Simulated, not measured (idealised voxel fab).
The following process module bears the name voxel self aligned vias.
Xsec cut, 280 nm wide, square cell size 5 nm.
Cross-section layout: square cells on a grid; listed as bands, top to bottom; a band spans one or more cell rows.
Band: top height; bottom height; in nm. Then, left to right: material with width in nm, for each material. "everywhere": a single material spanning edge to edge. "air": empty space.
Measure heights from 0. That's the level where, below it, the as-received wafer is all one material. The lowest band is bottomless and extends downward; write it as in "0 -> down".
A two-number width, for instance "30->40", indicates that the width is equal to the first number in the top row of the band and to the second number in the bottom row, and that it changes by a constant amount per row of cells.
"no modification" for a step: no cell of the cross-section changed in that step.
So "Enclosed void entries" is basically the list of trapped voids: any empty space of 8 cells or more that can't reach the top through an opening. They're written width x height at distance, the distance being from the left edge, and it's all nm.
If you see something after the settings on a step's line, that's the simulator's own remark about that step.
"overlay nm", when on a step's line for a step with a mask, measures how far to the right of its planned place the mask lay; a negative measure means to the left.
Process steps (planned)
step 1: RECEIVE | material Si
step 2: CONFORMAL_DEP | material SiO2 | thk nm 10
step 3: CONFORMAL_DEP | material SiCN | thk nm 5
step 4: DIRECTIONAL_DEP | material SiO2 | thk nm 30
step 5: MASKED_ETCH | tone open | mask id LINES | width nm 30 | pitch nm 70 | etch materials SiO2 | depth nm 30 | overlay nm 0
step 6: CONFORMAL_DEP | material TiN | thk nm 5
step 7: FILL_DEP | material Ru | thk nm 10
step 8: CMP | height nm 45
step 9: SELECTIVE_ETCH | etch materials W Ru TiN | depth nm 5
step 10: FILL_DEP | material SiN | thk nm 5
step 11: CMP | height nm 45
step 12: DIRECTIONAL_DEP | material SiO2 | thk nm 20
step 13: MASKED_ETCH | tone open | mask id VIAS | width nm 50 | etch materials SiO2 | depth nm 20 | overlay nm 0
step 14: MASKED_ETCH | tone open | mask id VIAS | width nm 50 | etch materials SiN | depth nm 5 | overlay nm -15
step 15: CONFORMAL_DEP | material TiN | thk nm 5
step 16: FILL_DEP | material W | thk nm 10
step 17: CMP | height nm 65
step 18: CONFORMAL_DEP | material SiCN | thk nm 5
Variable across wafers: step 14 overlay nm (plan value is that of the first wafer; starting state common to all).
Incoming state of the first of several wafers in cross-section: after step 1
	0 -> down = Si everywhere
	Enclosed void entries: none
Here's the first of several wafers in cross-section, end of the module, after the last step, step 18
	70 -> 65 = SiCN everywhere
	65 -> 50 = SiO2 (80) / TiN (5) / W (40) / TiN (5) / SiO2 (150)
	50 -> 45 = SiO2 (80) / TiN (15) / W (15) / TiN (20) / SiO2 (150)
	45 -> 40 = SiO2 (90) / TiN (25) / SiN (5) / SiO2 (40) / SiN (30) / SiO2 (90)
	40 -> 20 = SiO2 (90) / TiN (5) / Ru (20) / TiN (5) / SiO2 (40) / TiN (5) / Ru (20) / TiN (5) / SiO2 (90)
	20 -> 15 = SiO2 (90) / TiN (30) / SiO2 (40) / TiN (30) / SiO2 (90)
	15 -> 10 = SiCN everywhere
	10 -> 0 = SiO2 everywhere
	0 -> down = Si everywhere
	Enclosed void entries: none
End of module, last wafer sectioned
	70 -> 65 = SiCN everywhere
	65 -> 50 = SiO2 (80) / TiN (5) / W (40) / TiN (5) / SiO2 (150)
	50 -> 45 = SiO2 (80) / TiN (20) / W (15) / TiN (15) / SiO2 (150)
	45 -> 40 = SiO2 (90) / SiN (5) / TiN (25) / SiO2 (40) / SiN (30) / SiO2 (90)
	40 -> 20 = SiO2 (90) / TiN (5) / Ru (20) / TiN (5) / SiO2 (40) / TiN (5) / Ru (20) / TiN (5) / SiO2 (90)
	20 -> 15 = SiO2 (90) / TiN (30) / SiO2 (40) / TiN (30) / SiO2 (90)
	15 -> 10 = SiCN everywhere
	10 -> 0 = SiO2 everywhere
	0 -> down = Si everywhere
	Enclosed void entries: none
Quick key for the table: a row per wafer, taken at the end of the module. For each material it tells you how many cells the wafer gained (+) or lost (-) since it came in, and the closed voids come after
overlay nm -15; +32 Ru; +112 SiCN; +7 SiN; +560 SiO2; +46 TiN; +27 W; Enclosed void entries: none
overlay nm -10; +32 Ru; +112 SiCN; +6 SiN; +560 SiO2; +46 TiN; +28 W; Enclosed void entries: none
overlay nm -5; +32 Ru; +112 SiCN; +6 SiN; +560 SiO2; +46 TiN; +28 W; Enclosed void entries: none
overlay nm 0; +32 Ru; +112 SiCN; +6 SiN; +560 SiO2; +46 TiN; +28 W; Enclosed void entries: none
overlay nm 5; +32 Ru; +112 SiCN; +6 SiN; +560 SiO2; +46 TiN; +28 W; Enclosed void entries: none
overlay nm 10; +32 Ru; +112 SiCN; +6 SiN; +560 SiO2; +46 TiN; +28 W; Enclosed void entries: none
overlay nm 15; +32 Ru; +112 SiCN; +7 SiN; +560 SiO2; +46 TiN; +27 W; Enclosed void entries: none
